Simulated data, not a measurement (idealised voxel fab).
Process module in this document: voxel ribs on slabs
Shown is cross-section cut, with a width of 285 nm and square cells of size 5 nm.
Bands, listed from the top down, are how a cross-section gets written in this document; the cross-section itself is a grid of square cells, and a band is one or more rows of them. The entry gives the band's vertical extent as a top height and a bottom height in nm, then its horizontal make-up as materials from left to right, each with a width in nm. "blank" stands for empty space; a single material marked "all across" fills the band edge to edge. The level at which height equals 0 is the one under which the wafer, as it arrives, is entirely one material. No lower edge exists for the bottom band, which continues downward and is notated as in "top 0, no bottom". The two numbers in a width such as "30..40" mark its ends across the band: the first belongs to the top row of cells, the second to the bottom row, and from each row to the next the width moves by the same amount. When a step is marked "everything unchanged", none of the cells in the cross-section changed during that step. "Fully enclosed voids" specifies each empty space that is not open to the top and that occupies no fewer than 8 cells, using the form width x height at distance, the distance measured from the left edge and all three quantities in nm. On a step's line, text after the settings is the simulator commenting on that step. The "overlay nm" setting may appear on a step's line; for a step that uses a mask, it gives how far to the right of its planned position the mask lay, and a negative value indicates the left.
These are the steps we planned for the process
1 RECEIVE with material Si
2 DIRECTIONAL_DEP with material SiO2, thk nm 20
3 DIRECTIONAL_DEP with material SiN, thk nm 20
4 MASKED_ETCH with tone cover, mask id RIB, width nm 20, etch materials SiN, depth nm 10, overlay nm 0
5 PATTERN with tone cover, mask id SLAB, material resist, width nm 60, thk nm 20, overlay nm 0
6 DIRECTIONAL_ETCH with etch materials SiN, depth nm 10
7 STRIP with etch materials resist
8 FILL_DEP with material SiO2, thk nm 20
9 CMP with height nm 55
10 DIRECTIONAL_DEP with material W, thk nm 10
11 MASKED_ETCH with tone cover, mask id HEATER, width nm 30, etch materials W, depth nm 10, overlay nm 0
12 CONFORMAL_DEP with material SiO2, thk nm 10
Concerning the first of two wafers, which was run in accordance with the plan
Wafer cross-section on receipt, i.e. after step 1
- top 0, no bottom: Si all across
- Fully enclosed voids: none
Once step 2 is through, the wafer looks like this in cross-section
- top 20, bottom 0: SiO2 all across
- below 0: unchanged
Once step 3 is through, the wafer looks like this in cross-section
- top 40, bottom 20: SiN all across
- below 20: unchanged
Once step 4 is through, the wafer looks like this in cross-section
- top 40, bottom 30: 130 of blank  20 of SiN  135 of blank
- below 30: unchanged
Once step 5 is through, the wafer looks like this in cross-section
- top 60, bottom 40: 110 of blank  60 of resist  115 of blank
- top 40, bottom 30: 110 of blank  20 of resist  20 of SiN  20 of resist  115 of blank
- below 30: unchanged
Once step 6 is through, the wafer looks like this in cross-section
- top 60, bottom 40: 110 of blank  60 of resist  115 of blank
- top 40, bottom 30: 110 of blank  20 of resist  20 of SiN  20 of resist  115 of blank
- top 30, bottom 20: 110 of blank  60 of SiN  115 of blank
- below 20: unchanged
Once step 7 is through, the wafer looks like this in cross-section
- top 40, bottom 30: 130 of blank  20 of SiN  135 of blank
- below 30: unchanged
Once step 8 is through, the wafer looks like this in cross-section
- top 60, bottom 40: SiO2 all across
- top 40, bottom 30: 130 of SiO2  20 of SiN  135 of SiO2
- top 30, bottom 20: 110 of SiO2  60 of SiN  115 of SiO2
- below 20: unchanged
Once step 9 is through, the wafer looks like this in cross-section
- top 55, bottom 40: SiO2 all across
- below 40: unchanged
Once step 10 is through, the wafer looks like this in cross-section
- top 65, bottom 55: W all across
- below 55: unchanged
Once step 11 is through, the wafer looks like this in cross-section
- top 65, bottom 55: 125 of blank  30 of W  130 of blank
- below 55: unchanged
Once step 12 is through, the wafer looks like this in cross-section
- top 75, bottom 65: 115 of blank  50 of SiO2  120 of blank
- top 65, bottom 55: 125 of SiO2  30 of W  130 of SiO2
- below 55: unchanged
Second wafer, same starting state and plan as the first, one mistake in the run, identical through step 11
Look at the second wafer in cross-section at the time step 12 ought to have finished
- top 75, bottom 65: 115 of blank  50 of W  120 of blank
- top 65, bottom 55: W all across
- below 55: unchanged
Deviation noted in wafer processing: heads up, step 12 didn't go per plan, it actually ran as CONFORMAL_DEP with material W, thk nm 10
Cell-count delta at end, second wafer over first, by material: -122 SiO2 | +122 W
